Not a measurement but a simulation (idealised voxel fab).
Process module, titled voxel spacer lines
cross-section cut | 260 nm wide | cells 5 nm
Notation: cross-section as square-cell grid; stated in bands, top first, going down; one or more cell rows per band.
Band entry format. Leading values: height of top, height of bottom, nm. Remainder: materials in left-to-right order, each with its width in nm. Special words: "throughout" on a single material, which then fills the band edge to edge; "empty", empty space.
Beneath 0, the wafer as received is one material, and that level is where height counting begins. The lowest band goes on downward without a bottom; it is written like "z 0 and below".
Top row gets the first number, bottom row gets the second, and each row in between changes by the same step: that is how a band width like "30..40" works.
"no modifications" -> step changed no cross-section cell.
This entry, "Fully sealed voids", enumerates those empty regions of no fewer than 8 cells that possess no open connection to the top. Each region is reported in the form width x height at distance, the distance being taken from the left edge, with all three quantities expressed in nm.
That trailing text on a step's line, after the settings, is the simulator's own remark on the step.
overlay nm: mask offset rightward from planned place, masked step; negative means leftward offset.
Below you will find pairs of cross-sections. In each, one shows the wafer before one process step and the other after it, with the after view ending at the lowest band that changed. Under each pair is the step separating them, along with its settings. Do not assume the pairs form a chain: they can come from different runs of this module on the same starting wafer, and a pair continues from the pair above it only when its "State on entry" entry says so.
# State on entry
* z 45 to 20  empty: 35; SiN: 25; empty: 55; SiN: 25; empty: 55; SiN: 25; empty: 40
* z 20 to 5  TiN throughout
* z 5 to 0  SiO2 throughout
* z 0 and below  Si throughout
* Fully sealed voids: none
# Resulting Cross-Section
* z 45 to 20  empty: 35; SiN: 25; empty: 55; SiN: 25; empty: 55; SiN: 25; empty: 40
* z 20 to 5  empty: 35; TiN: 25; empty: 55; TiN: 25; empty: 55; TiN: 25; empty: 40
* Under the height 5 nothing was changed.
* Fully sealed voids: none
Between the two cross-sections shown above, the process step is DIRECTIONAL_ETCH (etch materials TiN; depth nm 15)
State on entry: taken from the pair above, after panel.
# Resulting Cross-Section
* z 20 to 5  empty: 35; TiN: 25; empty: 55; TiN: 25; empty: 55; TiN: 25; empty: 40
* Under the height 5 nothing was changed.
* Fully sealed voids: none
Between the two cross-sections shown above, the process step is STRIP (etch materials SiN)
